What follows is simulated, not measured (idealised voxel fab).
The document below concerns the process module designated voxel capacitor over wiring.
Square cells of 5 nm make up the cross-section cut, whose width is 220 nm.
In what follows, cross-sections appear as grids of square cells, described through bands that run from the top down, where every band is one or more rows of cells.
Top, bottom (nm), then materials left to right with widths (nm); lone material tagged "everywhere" fills the whole band edge to edge; "blank" = empty space.
Counting heights begins at 0, where everything beneath is, in the wafer as received, one material. The lowest band has no bottom; it goes on downwards, as "0 nm and below" shows.
The notation "30..40" denotes a width that varies across the rows of cells in the band, beginning at the first number in the top row, finishing at the second number in the bottom row, and changing by an identical amount from each row to the next.
"all unchanged" for a step: no cell of the cross-section changed in that step.
The entry "Closed-off voids" lists the empty spaces that cover at least 8 cells and have no open path to the top. Each is written as width x height at distance, where the distance is measured from the left edge and all three values are in nm.
If you see something after the settings on a step's line, that's the simulator's own remark about that step.
overlay nm: how far to the right of its planned place the mask lay on this masked step (negative: to the left).
For the reader: what remains of this document is a series of pairs, each showing a cross-section before one process step and a cross-section after that step which reaches down only to the lowest band that changed, with the step between them and its settings set out under the pair. It should not be assumed that a pair continues from the pair above it; the pairs can come from different runs of this module on the same starting wafer, and such continuity exists only where the entry headed "Pre-step" says so.

# Pre-step
  0 nm and below = Si everywhere
  Closed-off voids: none

# Post-Step Appearance
  15 nm to 0 nm = SiO2 everywhere
  For the remainder of the cross-section, below 0, there is no change.
  Closed-off voids: none
It is this step that lies between the two cross-sections above: CONFORMAL_DEP with material SiO2, thk nm 15

Pre-step: equal to the after panel directly above.

# Post-Step Appearance
  20 nm to 15 nm = TiN everywhere
  For the remainder of the cross-section, below 15, there is no change.
  Closed-off voids: none
It is this step that lies between the two cross-sections above: DIRECTIONAL_DEP with material TiN, thk nm 5

Pre-step: equal to the after panel directly above.

# Post-Step Appearance
  35 nm to 20 nm = Ru everywhere
  For the remainder of the cross-section, below 20, there is no change.
  Closed-off voids: none
It is this step that lies between the two cross-sections above: DIRECTIONAL_DEP with material Ru, thk nm 15

Pre-step: equal to the after panel directly above.

# Post-Step Appearance
  45 nm to 35 nm = aC everywhere
  For the remainder of the cross-section, below 35, there is no change.
  Closed-off voids: none
It is this step that lies between the two cross-sections above: DIRECTIONAL_DEP with material aC, thk nm 10

Pre-step: equal to the after panel directly above.

# Post-Step Appearance
  75 nm to 45 nm = 55 blank; 25 resist; 60 blank; 25 resist; 55 blank
  For the remainder of the cross-section, below 45, there is no change.
  Closed-off voids: none
It is this step that lies between the two cross-sections above: PATTERN with tone cover, mask id METAL_1, material resist, width nm 25, pitch nm 85, thk nm 30, overlay nm 0

Pre-step: equal to the after panel directly above.

# Post-Step Appearance
  65 nm to 45 nm = 55 blank; 25 resist; 60 blank; 25 resist; 55 blank
  45 nm to 35 nm = 55 blank; 25 aC; 60 blank; 25 aC; 55 blank
  For the remainder of the cross-section, below 35, there is no change.
  Closed-off voids: none
It is this step that lies between the two cross-sections above: DIRECTIONAL_ETCH with etch materials aC, depth nm 10

Pre-step: equal to the after panel directly above.

# Post-Step Appearance
  45 nm to 35 nm = 55 blank; 25 aC; 60 blank; 25 aC; 55 blank
  For the remainder of the cross-section, below 35, there is no change.
  Closed-off voids: none
It is this step that lies between the two cross-sections above: STRIP with etch materials resist

Pre-step: equal to the after panel directly above.

# Post-Step Appearance
  45 nm to 35 nm = 55 blank; 25 aC; 60 blank; 25 aC; 55 blank
  35 nm to 20 nm = 55 blank; 25 Ru; 60 blank; 25 Ru; 55 blank
  For the remainder of the cross-section, below 20, there is no change.
  Closed-off voids: none
It is this step that lies between the two cross-sections above: DIRECTIONAL_ETCH with etch materials Ru, depth nm 15

Pre-step: equal to the after panel directly above.

# Post-Step Appearance
  45 nm to 35 nm = 55 blank; 25 aC; 60 blank; 25 aC; 55 blank
  35 nm to 20 nm = 55 blank; 25 Ru; 60 blank; 25 Ru; 55 blank
  20 nm to 15 nm = 55 blank; 25 TiN; 60 blank; 25 TiN; 55 blank
  For the remainder of the cross-section, below 15, there is no change.
  Closed-off voids: none
It is this step that lies between the two cross-sections above: DIRECTIONAL_ETCH with etch materials TiN, depth nm 5

Pre-step: equal to the after panel directly above.

# Post-Step Appearance
  35 nm to 20 nm = 55 blank; 25 Ru; 60 blank; 25 Ru; 55 blank
  For the remainder of the cross-section, below 20, there is no change.
  Closed-off voids: none
It is this step that lies between the two cross-sections above: STRIP with etch materials aC

Pre-step: equal to the after panel directly above.

# Post-Step Appearance
  40 nm to 35 nm = 50 blank; 35 SiN; 50 blank; 35 SiN; 50 blank
  35 nm to 20 nm = 50 blank; 5 SiN; 25 Ru; 5 SiN; 50 blank; 5 SiN; 25 Ru; 5 SiN; 50 blank
  20 nm to 15 nm = 55 SiN; 25 TiN; 60 SiN; 25 TiN; 55 SiN
  For the remainder of the cross-section, below 15, there is no change.
  Closed-off voids: none
It is this step that lies between the two cross-sections above: CONFORMAL_DEP with material SiN, thk nm 5

Pre-step: equal to the after panel directly above.

# Post-Step Appearance
  45 nm to 40 nm = SiO2 everywhere
  40 nm to 35 nm = 50 SiO2; 35 SiN; 50 SiO2; 35 SiN; 50 SiO2
  35 nm to 20 nm = 50 SiO2; 5 SiN; 25 Ru; 5 SiN; 50 SiO2; 5 SiN; 25 Ru; 5 SiN; 50 SiO2
  For the remainder of the cross-section, below 20, there is no change.
  Closed-off voids: none
It is this step that lies between the two cross-sections above: FILL_DEP with material SiO2, thk nm 5

Pre-step: equal to the after panel directly above.

# Post-Step Appearance
  35 nm to 20 nm = 50 SiO2; 5 SiN; 25 Ru; 5 SiN; 50 SiO2; 5 SiN; 25 Ru; 5 SiN; 50 SiO2
  For the remainder of the cross-section, below 20, there is no change.
  Closed-off voids: none
It is this step that lies between the two cross-sections above: CMP with height nm 35

Pre-step: equal to the after panel directly above.

# Post-Step Appearance
  40 nm to 35 nm = SiCN everywhere
  For the remainder of the cross-section, below 35, there is no change.
  Closed-off voids: none
It is this step that lies between the two cross-sections above: CONFORMAL_DEP with material SiCN, thk nm 5

Pre-step: equal to the after panel directly above.

# Post-Step Appearance
  60 nm to 40 nm = lowk everywhere
  For the remainder of the cross-section, below 40, there is no change.
  Closed-off voids: none
It is this step that lies between the two cross-sections above: DIRECTIONAL_DEP with material lowk, thk nm 20

Pre-step: equal to the after panel directly above.

# Post-Step Appearance
  75 nm to 60 nm = 65 resist; 15 blank; 140 resist
  For the remainder of the cross-section, below 60, there is no change.
  Closed-off voids: none
It is this step that lies between the two cross-sections above: PATTERN with tone open, mask id PLUG_1, material resist, width nm 15, thk nm 15, overlay nm 0

Pre-step: equal to the after panel directly above.

# Post-Step Appearance
  75 nm to 60 nm = 65 resist; 15 blank; 140 resist
  60 nm to 40 nm = 65 lowk; 15 blank; 140 lowk
  For the remainder of the cross-section, below 40, there is no change.
  Closed-off voids: none
It is this step that lies between the two cross-sections above: DIRECTIONAL_ETCH with etch materials lowk, depth nm 20

Pre-step: equal to the after panel directly above.

# Post-Step Appearance
  75 nm to 60 nm = 65 resist; 15 blank; 140 resist
  60 nm to 40 nm = 65 lowk; 15 blank; 140 lowk
  40 nm to 35 nm = 65 SiCN; 15 blank; 140 SiCN
  For the remainder of the cross-section, below 35, there is no change.
  Closed-off voids: none
It is this step that lies between the two cross-sections above: DIRECTIONAL_ETCH with etch materials SiCN, depth nm 5

Pre-step: equal to the after panel directly above.

# Post-Step Appearance
  60 nm to 40 nm = 65 lowk; 15 blank; 140 lowk
  For the remainder of the cross-section, below 40, there is no change.
  Closed-off voids: none
It is this step that lies between the two cross-sections above: STRIP with etch materials resist

Pre-step: equal to the after panel directly above.

# Post-Step Appearance
  60 nm to 45 nm = 65 lowk; 15 blank; 140 lowk
  45 nm to 40 nm = 65 lowk; 15 Ru; 140 lowk
  40 nm to 35 nm = 65 SiCN; 15 Ru; 140 SiCN
  For the remainder of the cross-section, below 35, there is no change.
  Closed-off voids: none
It is this step that lies between the two cross-sections above: EPI with material Ru, thk nm 10

Pre-step: equal to the after panel directly above.

# Post-Step Appearance
  60 nm to 55 nm = 65 lowk; 15 blank; 140 lowk
  55 nm to 40 nm = 65 lowk; 15 Ru; 140 lowk
  For the remainder of the cross-section, below 40, there is no change.
  Closed-off voids: none
It is this step that lies between the two cross-sections above: EPI with material Ru, thk nm 10

Pre-step: equal to the after panel directly above.

# Post-Step Appearance
  60 nm to 40 nm = 65 lowk; 15 Ru; 140 lowk
  For the remainder of the cross-section, below 40, there is no change.
  Closed-off voids: none
It is this step that lies between the two cross-sections above: EPI with material Ru, thk nm 5

Pre-step: equal to the after panel directly above.

# Post-Step Appearance
  70 nm to 60 nm = TiN everywhere
  For the remainder of the cross-section, below 60, there is no change.
  Closed-off voids: none
It is this step that lies between the two cross-sections above: DIRECTIONAL_DEP with material TiN, thk nm 10

Pre-step: equal to the after panel directly above.

# Post-Step Appearance
  75 nm to 70 nm = Al2O3 everywhere
  For the remainder of the cross-section, below 70, there is no change.
  Closed-off voids: none
It is this step that lies between the two cross-sections above: DIRECTIONAL_DEP with material Al2O3, thk nm 5

Pre-step: equal to the after panel directly above.

# Post-Step Appearance
  80 nm to 75 nm = TiN everywhere
  For the remainder of the cross-section, below 75, there is no change.
  Closed-off voids: none
It is this step that lies between the two cross-sections above: DIRECTIONAL_DEP with material TiN, thk nm 5

Pre-step: equal to the after panel directly above.

# Post-Step Appearance
  80 nm to 75 nm = 65 blank; 65 TiN; 90 blank
  For the remainder of the cross-section, below 75, there is no change.
  Closed-off voids: none
It is this step that lies between the two cross-sections above: MASKED_ETCH with tone cover, mask id UPPER_PLATE, width nm 65, etch materials TiN, depth nm 5, overlay nm 0

Pre-step: equal to the after panel directly above.

# Post-Step Appearance
  80 nm to 75 nm = 65 blank; 65 TiN; 90 blank
  75 nm to 70 nm = 65 blank; 65 Al2O3; 90 blank
  For the remainder of the cross-section, below 70, there is no change.
  Closed-off voids: none
It is this step that lies between the two cross-sections above: MASKED_ETCH with tone cover, mask id UPPER_PLATE, width nm 65, etch materials Al2O3, depth nm 5, overlay nm 0

Pre-step: equal to the after panel directly above.

# Post-Step Appearance
  100 nm to 80 nm = 60 blank; 75 resist; 85 blank
  80 nm to 75 nm = 60 blank; 5 resist; 65 TiN; 5 resist; 85 blank
  75 nm to 70 nm = 60 blank; 5 resist; 65 Al2O3; 5 resist; 85 blank
  For the remainder of the cross-section, below 70, there is no change.
  Closed-off voids: none
It is this step that lies between the two cross-sections above: PATTERN with tone cover, mask id LOWER_PLATE, material resist, width nm 75, thk nm 20, overlay nm 0

Pre-step: equal to the after panel directly above.

# Post-Step Appearance
  100 nm to 80 nm = 60 blank; 75 resist; 85 blank
  80 nm to 75 nm = 60 blank; 5 resist; 65 TiN; 5 resist; 85 blank
  75 nm to 70 nm = 60 blank; 5 resist; 65 Al2O3; 5 resist; 85 blank
  70 nm to 60 nm = 60 blank; 75 TiN; 85 blank
  For the remainder of the cross-section, below 60, there is no change.
  Closed-off voids: none
It is this step that lies between the two cross-sections above: DIRECTIONAL_ETCH with etch materials TiN, depth nm 10

Pre-step: equal to the after panel directly above.

# Post-Step Appearance
  80 nm to 75 nm = 65 blank; 65 TiN; 90 blank
  75 nm to 70 nm = 65 blank; 65 Al2O3; 90 blank
  For the remainder of the cross-section, below 70, there is no change.
  Closed-off voids: none
It is this step that lies between the two cross-sections above: STRIP with etch materials resist

Pre-step: equal to the after panel directly above.

# Post-Step Appearance
  95 nm to 80 nm = SiO2 everywhere
  80 nm to 75 nm = 65 SiO2; 65 TiN; 90 SiO2
  75 nm to 70 nm = 65 SiO2; 65 Al2O3; 90 SiO2
  70 nm to 60 nm = 60 SiO2; 75 TiN; 85 SiO2
  For the remainder of the cross-section, below 60, there is no change.
  Closed-off voids: none
It is this step that lies between the two cross-sections above: FILL_DEP with material SiO2, thk nm 15

Pre-step: equal to the after panel directly above.

# Post-Step Appearance
  90 nm to 80 nm = SiO2 everywhere
  For the remainder of the cross-section, below 80, there is no change.
  Closed-off voids: none
It is this step that lies between the two cross-sections above: CMP with height nm 90

Pre-step: equal to the after panel directly above.

# Post-Step Appearance
  100 nm to 90 nm = aC everywhere
  For the remainder of the cross-section, below 90, there is no change.
  Closed-off voids: none
It is this step that lies between the two cross-sections above: DIRECTIONAL_DEP with material aC, thk nm 10

Pre-step: equal to the after panel directly above.

# Post-Step Appearance
  130 nm to 100 nm = 75 resist; 15 blank; 130 resist
  For the remainder of the cross-section, below 100, there is no change.
  Closed-off voids: none
It is this step that lies between the two cross-sections above: PATTERN with tone open, mask id PLUG_2, material resist, width nm 15, thk nm 30, overlay nm 0

Pre-step: equal to the after panel directly above.

# Post-Step Appearance
  120 nm to 100 nm = 75 resist; 15 blank; 130 resist
  100 nm to 90 nm = 75 aC; 15 blank; 130 aC
  For the remainder of the cross-section, below 90, there is no change.
  Closed-off voids: none
It is this step that lies between the two cross-sections above: DIRECTIONAL_ETCH with etch materials aC, depth nm 10

Pre-step: equal to the after panel directly above.

# Post-Step Appearance
  100 nm to 90 nm = 75 aC; 15 blank; 130 aC
  For the remainder of the cross-section, below 90, there is no change.
  Closed-off voids: none
It is this step that lies between the two cross-sections above: STRIP with etch materials resist

Pre-step: equal to the after panel directly above.

# Post-Step Appearance
  100 nm to 90 nm = 75 aC; 15 blank; 130 aC
  90 nm to 80 nm = 75 SiO2; 15 blank; 130 SiO2
  For the remainder of the cross-section, below 80, there is no change.
  Closed-off voids: none
It is this step that lies between the two cross-sections above: DIRECTIONAL_ETCH with etch materials SiO2, depth nm 10

Pre-step: equal to the after panel directly above.

# Post-Step Appearance
  90 nm to 80 nm = 75 SiO2; 15 blank; 130 SiO2
  For the remainder of the cross-section, below 80, there is no change.
  Closed-off voids: none
It is this step that lies between the two cross-sections above: STRIP with etch materials aC

Pre-step: equal to the after panel directly above.

# Post-Step Appearance
  95 nm to 90 nm = 80 TiN; 5 blank; 135 TiN
  90 nm to 85 nm = 75 SiO2; 5 TiN; 5 blank; 5 TiN; 130 SiO2
  85 nm to 75 nm = 75..65 SiO2; 15..65 TiN; 130..90 SiO2
  For the remainder of the cross-section, below 75, there is no change.
  Closed-off voids: none
It is this step that lies between the two cross-sections above: CONFORMAL_DEP with material TiN, thk nm 5

Pre-step: equal to the after panel directly above.

# Post-Step Appearance
  100 nm to 95 nm = W everywhere
  95 nm to 90 nm = 80 TiN; 5 W; 135 TiN
  90 nm to 85 nm = 75 SiO2; 5 TiN; 5 W; 5 TiN; 130 SiO2
  For the remainder of the cross-section, below 85, there is no change.
  Closed-off voids: none
It is this step that lies between the two cross-sections above: FILL_DEP with material W, thk nm 5

Pre-step: equal to the after panel directly above.

# Post-Step Appearance
  90 nm to 85 nm = 75 SiO2; 5 TiN; 5 W; 5 TiN; 130 SiO2
  For the remainder of the cross-section, below 85, there is no change.
  Closed-off voids: none
It is this step that lies between the two cross-sections above: CMP with height nm 90

Pre-step: equal to the after panel directly above.

# Post-Step Appearance
  95 nm to 90 nm = SiCN everywhere
  For the remainder of the cross-section, below 90, there is no change.
  Closed-off voids: none
It is this step that lies between the two cross-sections above: CONFORMAL_DEP with material SiCN, thk nm 5

# Pre-step
  15 nm to 0 nm = SiO2 everywhere
  0 nm and below = Si everywhere
  Closed-off voids: none

# Post-Step Appearance
  30 nm to 15 nm = Ru everywhere
  For the remainder of the cross-section, below 15, there is no change.
  Closed-off voids: none
It is this step that lies between the two cross-sections above: DIRECTIONAL_DEP with material Ru, thk nm 15

Pre-step: equal to the after panel directly above.

# Post-Step Appearance
  40 nm to 30 nm = aC everywhere
  For the remainder of the cross-section, below 30, there is no change.
  Closed-off voids: none
It is this step that lies between the two cross-sections above: DIRECTIONAL_DEP with material aC, thk nm 10

Pre-step: equal to the after panel directly above.

# Post-Step Appearance
  70 nm to 40 nm = 55 blank; 25 resist; 60 blank; 25 resist; 55 blank
  For the remainder of the cross-section, below 40, there is no change.
  Closed-off voids: none
It is this step that lies between the two cross-sections above: PATTERN with tone cover, mask id METAL_1, material resist, width nm 25, pitch nm 85, thk nm 30, overlay nm 0

Pre-step: equal to the after panel directly above.

# Post-Step Appearance
  60 nm to 40 nm = 55 blank; 25 resist; 60 blank; 25 resist; 55 blank
  40 nm to 30 nm = 55 blank; 25 aC; 60 blank; 25 aC; 55 blank
  For the remainder of the cross-section, below 30, there is no change.
  Closed-off voids: none
It is this step that lies between the two cross-sections above: DIRECTIONAL_ETCH with etch materials aC, depth nm 10

Pre-step: equal to the after panel directly above.

# Post-Step Appearance
  40 nm to 30 nm = 55 blank; 25 aC; 60 blank; 25 aC; 55 blank
  For the remainder of the cross-section, below 30, there is no change.
  Closed-off voids: none
It is this step that lies between the two cross-sections above: STRIP with etch materials resist

Pre-step: equal to the after panel directly above.

# Post-Step Appearance
  40 nm to 30 nm = 55 blank; 25 aC; 60 blank; 25 aC; 55 blank
  30 nm to 15 nm = 55 blank; 25 Ru; 60 blank; 25 Ru; 55 blank
  For the remainder of the cross-section, below 15, there is no change.
  Closed-off voids: none
It is this step that lies between the two cross-sections above: DIRECTIONAL_ETCH with etch materials Ru, depth nm 15

Pre-step: equal to the after panel directly above.

# Post-Step Appearance
  30 nm to 15 nm = 55 blank; 25 Ru; 60 blank; 25 Ru; 55 blank
  For the remainder of the cross-section, below 15, there is no change.
  Closed-off voids: none
It is this step that lies between the two cross-sections above: STRIP with etch materials aC

Pre-step: equal to the after panel directly above.

# Post-Step Appearance
  35 nm to 30 nm = 50 blank; 35 SiN; 50 blank; 35 SiN; 50 blank
  30 nm to 20 nm = 50 blank; 5 SiN; 25 Ru; 5 SiN; 50 blank; 5 SiN; 25 Ru; 5 SiN; 50 blank
  20 nm to 15 nm = 55 SiN; 25 Ru; 60 SiN; 25 Ru; 55 SiN
  For the remainder of the cross-section, below 15, there is no change.
  Closed-off voids: none
It is this step that lies between the two cross-sections above: CONFORMAL_DEP with material SiN, thk nm 5

Pre-step: equal to the after panel directly above.

# Post-Step Appearance
  40 nm to 35 nm = SiO2 everywhere
  35 nm to 30 nm = 50 SiO2; 35 SiN; 50 SiO2; 35 SiN; 50 SiO2
  30 nm to 20 nm = 50 SiO2; 5 SiN; 25 Ru; 5 SiN; 50 SiO2; 5 SiN; 25 Ru; 5 SiN; 50 SiO2
  For the remainder of the cross-section, below 20, there is no change.
  Closed-off voids: none
It is this step that lies between the two cross-sections above: FILL_DEP with material SiO2, thk nm 5

Pre-step: equal to the after panel directly above.

# Post-Step Appearance
  35 nm to 30 nm = 50 SiO2; 35 SiN; 50 SiO2; 35 SiN; 50 SiO2
  For the remainder of the cross-section, below 30, there is no change.
  Closed-off voids: none
It is this step that lies between the two cross-sections above: CMP with height nm 35

Pre-step: equal to the after panel directly above.

# Post-Step Appearance
  40 nm to 35 nm = SiCN everywhere
  For the remainder of the cross-section, below 35, there is no change.
  Closed-off voids: none
It is this step that lies between the two cross-sections above: CONFORMAL_DEP with material SiCN, thk nm 5

Pre-step: equal to the after panel directly above.

# Post-Step Appearance
  60 nm to 40 nm = lowk everywhere
  For the remainder of the cross-section, below 40, there is no change.
  Closed-off voids: none
It is this step that lies between the two cross-sections above: DIRECTIONAL_DEP with material lowk, thk nm 20

Pre-step: equal to the after panel directly above.

# Post-Step Appearance
  75 nm to 60 nm = 65 resist; 15 blank; 140 resist
  For the remainder of the cross-section, below 60, there is no change.
  Closed-off voids: none
It is this step that lies between the two cross-sections above: PATTERN with tone open, mask id PLUG_1, material resist, width nm 15, thk nm 15, overlay nm 0

Pre-step: equal to the after panel directly above.

# Post-Step Appearance
  75 nm to 60 nm = 65 resist; 15 blank; 140 resist
  60 nm to 40 nm = 65 lowk; 15 blank; 140 lowk
  For the remainder of the cross-section, below 40, there is no change.
  Closed-off voids: none
It is this step that lies between the two cross-sections above: DIRECTIONAL_ETCH with etch materials lowk, depth nm 20

Pre-step: equal to the after panel directly above.

# Post-Step Appearance
  75 nm to 60 nm = 65 resist; 15 blank; 140 resist
  60 nm to 40 nm = 65 lowk; 15 blank; 140 lowk
  40 nm to 35 nm = 65 SiCN; 15 blank; 140 SiCN
  For the remainder of the cross-section, below 35, there is no change.
  Closed-off voids: none
It is this step that lies between the two cross-sections above: DIRECTIONAL_ETCH with etch materials SiCN, depth nm 5

Pre-step: equal to the after panel directly above.

# Post-Step Appearance
  60 nm to 40 nm = 65 lowk; 15 blank; 140 lowk
  For the remainder of the cross-section, below 40, there is no change.
  Closed-off voids: none
It is this step that lies between the two cross-sections above: STRIP with etch materials resist

Pre-step: equal to the after panel directly above.

# Post-Step Appearance
  70 nm to 60 nm = 65 TiN; 15 blank; 140 TiN
  60 nm to 45 nm = 65 lowk; 15 blank; 140 lowk
  45 nm to 40 nm = 65 lowk; 15 TiN; 140 lowk
  40 nm to 35 nm = 65 SiCN; 15 TiN; 140 SiCN
  For the remainder of the cross-section, below 35, there is no change.
  Closed-off voids: none
It is this step that lies between the two cross-sections above: DIRECTIONAL_DEP with material TiN, thk nm 10

Pre-step: equal to the after panel directly above.

# Post-Step Appearance
  75 nm to 70 nm = 65 Al2O3; 15 blank; 140 Al2O3
  70 nm to 60 nm = 65 TiN; 15 blank; 140 TiN
  60 nm to 50 nm = 65 lowk; 15 blank; 140 lowk
  50 nm to 45 nm = 65 lowk; 15 Al2O3; 140 lowk
  For the remainder of the cross-section, below 45, there is no change.
  Closed-off voids: none
It is this step that lies between the two cross-sections above: DIRECTIONAL_DEP with material Al2O3, thk nm 5

Pre-step: equal to the after panel directly above.

# Post-Step Appearance
  80 nm to 75 nm = 65 TiN; 15 blank; 140 TiN
  75 nm to 70 nm = 65 Al2O3; 15 blank; 140 Al2O3
  70 nm to 60 nm = 65 TiN; 15 blank; 140 TiN
  60 nm to 55 nm = 65 lowk; 15 blank; 140 lowk
  55 nm to 50 nm = 65 lowk; 15 TiN; 140 lowk
  For the remainder of the cross-section, below 50, there is no change.
  Closed-off voids: none
It is this step that lies between the two cross-sections above: DIRECTIONAL_DEP with material TiN, thk nm 5

Pre-step: equal to the after panel directly above.

# Post-Step Appearance
  80 nm to 75 nm = 80 blank; 50 TiN; 90 blank
  For the remainder of the cross-section, below 75, there is no change.
  Closed-off voids: none
It is this step that lies between the two cross-sections above: MASKED_ETCH with tone cover, mask id UPPER_PLATE, width nm 65, etch materials TiN, depth nm 5, overlay nm 0

Pre-step: equal to the after panel directly above.

# Post-Step Appearance
  80 nm to 75 nm = 80 blank; 50 TiN; 90 blank
  75 nm to 70 nm = 80 blank; 50 Al2O3; 90 blank
  For the remainder of the cross-section, below 70, there is no change.
  Closed-off voids: none
It is this step that lies between the two cross-sections above: MASKED_ETCH with tone cover, mask id UPPER_PLATE, width nm 65, etch materials Al2O3, depth nm 5, overlay nm 0

Pre-step: equal to the after panel directly above.

# Post-Step Appearance
  100 nm to 80 nm = 60 blank; 75 resist; 85 blank
  80 nm to 75 nm = 60 blank; 20 resist; 50 TiN; 5 resist; 85 blank
  75 nm to 70 nm = 60 blank; 20 resist; 50 Al2O3; 5 resist; 85 blank
  70 nm to 60 nm = 65 TiN; 15 resist; 140 TiN
  60 nm to 55 nm = 65 lowk; 15 resist; 140 lowk
  For the remainder of the cross-section, below 55, there is no change.
  Closed-off voids: none
It is this step that lies between the two cross-sections above: PATTERN with tone cover, mask id LOWER_PLATE, material resist, width nm 75, thk nm 20, overlay nm 0

Pre-step: equal to the after panel directly above.

# Post-Step Appearance
  100 nm to 80 nm = 60 blank; 75 resist; 85 blank
  80 nm to 75 nm = 60 blank; 20 resist; 50 TiN; 5 resist; 85 blank
  75 nm to 70 nm = 60 blank; 20 resist; 50 Al2O3; 5 resist; 85 blank
  70 nm to 60 nm = 60 blank; 5 TiN; 15 resist; 55 TiN; 85 blank
  For the remainder of the cross-section, below 60, there is no change.
  Closed-off voids: none
It is this step that lies between the two cross-sections above: DIRECTIONAL_ETCH with etch materials TiN, depth nm 10

Pre-step: equal to the after panel directly above.

# Post-Step Appearance
  80 nm to 75 nm = 80 blank; 50 TiN; 90 blank
  75 nm to 70 nm = 80 blank; 50 Al2O3; 90 blank
  70 nm to 60 nm = 60 blank; 5 TiN; 15 blank; 55 TiN; 85 blank
  60 nm to 55 nm = 65 lowk; 15 blank; 140 lowk
  For the remainder of the cross-section, below 55, there is no change.
  Closed-off voids: none
It is this step that lies between the two cross-sections above: STRIP with etch materials resist

Pre-step: equal to the after panel directly above.

# Post-Step Appearance
  95 nm to 80 nm = SiO2 everywhere
  80 nm to 75 nm = 80 SiO2; 50 TiN; 90 SiO2
  75 nm to 70 nm = 80 SiO2; 50 Al2O3; 90 SiO2
  70 nm to 60 nm = 60 SiO2; 5 TiN; 15 SiO2; 55 TiN; 85 SiO2
  60 nm to 55 nm = 65 lowk; 15 SiO2; 140 lowk
  For the remainder of the cross-section, below 55, there is no change.
  Closed-off voids: none
It is this step that lies between the two cross-sections above: FILL_DEP with material SiO2, thk nm 15

Pre-step: equal to the after panel directly above.

# Post-Step Appearance
  90 nm to 80 nm = SiO2 everywhere
  For the remainder of the cross-section, below 80, there is no change.
  Closed-off voids: none
It is this step that lies between the two cross-sections above: CMP with height nm 90

Pre-step: equal to the after panel directly above.

# Post-Step Appearance
  100 nm to 90 nm = aC everywhere
  For the remainder of the cross-section, below 90, there is no change.
  Closed-off voids: none
It is this step that lies between the two cross-sections above: DIRECTIONAL_DEP with material aC, thk nm 10

Pre-step: equal to the after panel directly above.

# Post-Step Appearance
  130 nm to 100 nm = 75 resist; 15 blank; 130 resist
  For the remainder of the cross-section, below 100, there is no change.
  Closed-off voids: none
It is this step that lies between the two cross-sections above: PATTERN with tone open, mask id PLUG_2, material resist, width nm 15, thk nm 30, overlay nm 0

Pre-step: equal to the after panel directly above.

# Post-Step Appearance
  120 nm to 100 nm = 75 resist; 15 blank; 130 resist
  100 nm to 90 nm = 75 aC; 15 blank; 130 aC
  For the remainder of the cross-section, below 90, there is no change.
  Closed-off voids: none
It is this step that lies between the two cross-sections above: DIRECTIONAL_ETCH with etch materials aC, depth nm 10

Pre-step: equal to the after panel directly above.

# Post-Step Appearance
  100 nm to 90 nm = 75 aC; 15 blank; 130 aC
  For the remainder of the cross-section, below 90, there is no change.
  Closed-off voids: none
It is this step that lies between the two cross-sections above: STRIP with etch materials resist

Pre-step: equal to the after panel directly above.

# Post-Step Appearance
  100 nm to 90 nm = 75 aC; 15 blank; 130 aC
  90 nm to 80 nm = 75 SiO2; 15 blank; 130 SiO2
  For the remainder of the cross-section, below 80, there is no change.
  Closed-off voids: none
It is this step that lies between the two cross-sections above: DIRECTIONAL_ETCH with etch materials SiO2, depth nm 10

Pre-step: equal to the after panel directly above.

# Post-Step Appearance
  90 nm to 80 nm = 75 SiO2; 15 blank; 130 SiO2
  For the remainder of the cross-section, below 80, there is no change.
  Closed-off voids: none
It is this step that lies between the two cross-sections above: STRIP with etch materials aC

Pre-step: equal to the after panel directly above.

# Post-Step Appearance
  95 nm to 90 nm = 80 TiN; 5 blank; 135 TiN
  90 nm to 85 nm = 75 SiO2; 5 TiN; 5 blank; 5 TiN; 130 SiO2
  85 nm to 75 nm = 75..80 SiO2; 15..50 TiN; 130..90 SiO2
  For the remainder of the cross-section, below 75, there is no change.
  Closed-off voids: none
It is this step that lies between the two cross-sections above: CONFORMAL_DEP with material TiN, thk nm 5

Pre-step: equal to the after panel directly above.

# Post-Step Appearance
  100 nm to 95 nm = W everywhere
  95 nm to 90 nm = 80 TiN; 5 W; 135 TiN
  90 nm to 85 nm = 75 SiO2; 5 TiN; 5 W; 5 TiN; 130 SiO2
  For the remainder of the cross-section, below 85, there is no change.
  Closed-off voids: none
It is this step that lies between the two cross-sections above: FILL_DEP with material W, thk nm 5

Pre-step: equal to the after panel directly above.

# Post-Step Appearance
  90 nm to 85 nm = 75 SiO2; 5 TiN; 5 W; 5 TiN; 130 SiO2
  For the remainder of the cross-section, below 85, there is no change.
  Closed-off voids: none
It is this step that lies between the two cross-sections above: CMP with height nm 90

Pre-step: equal to the after panel directly above.

# Post-Step Appearance
  95 nm to 90 nm = SiCN everywhere
  For the remainder of the cross-section, below 90, there is no change.
  Closed-off voids: none
It is this step that lies between the two cross-sections above: CONFORMAL_DEP with material SiCN, thk nm 5

# Pre-step
  60 nm to 55 nm = 65 lowk; 15 blank; 140 lowk
  55 nm to 40 nm = 65 lowk; 15 Ru; 140 lowk
  40 nm to 35 nm = 65 SiCN; 15 Ru; 140 SiCN
  35 nm to 20 nm = 50 SiO2; 5 SiN; 25 Ru; 5 SiN; 50 SiO2; 5 SiN; 25 Ru; 5 SiN; 50 SiO2
  20 nm to 15 nm = 55 SiN; 25 TiN; 60 SiN; 25 TiN; 55 SiN
  15 nm to 0 nm = SiO2 everywhere
  0 nm and below = Si everywhere
  Closed-off voids: none

# Post-Step Appearance
  65 nm to 60 nm = 60 blank; 25 Ru; 135 blank
  60 nm to 40 nm = 65 lowk; 15 Ru; 140 lowk
  For the remainder of the cross-section, below 40, there is no change.
  Closed-off voids: none
It is this step that lies between the two cross-sections above: EPI with material Ru, thk nm 10

Pre-step: equal to the after panel directly above.

# Post-Step Appearance
  70 nm to 60 nm = 55 blank; 35 Ru; 130 blank
  For the remainder of the cross-section, below 60, there is no change.
  Closed-off voids: none
It is this step that lies between the two cross-sections above: EPI with material Ru, thk nm 5

Pre-step: equal to the after panel directly above.

# Post-Step Appearance
  80 nm to 70 nm = 55 blank; 35 TiN; 130 blank
  70 nm to 60 nm = 55 TiN; 35 Ru; 130 TiN
  For the remainder of the cross-section, below 60, there is no change.
  Closed-off voids: none
It is this step that lies between the two cross-sections above: DIRECTIONAL_DEP with material TiN, thk nm 10

Pre-step: equal to the after panel directly above.

# Post-Step Appearance
  85 nm to 80 nm = 55 blank; 35 Al2O3; 130 blank
  80 nm to 75 nm = 55 blank; 35 TiN; 130 blank
  75 nm to 70 nm = 55 Al2O3; 35 TiN; 130 Al2O3
  For the remainder of the cross-section, below 70, there is no change.
  Closed-off voids: none
It is this step that lies between the two cross-sections above: DIRECTIONAL_DEP with material Al2O3, thk nm 5
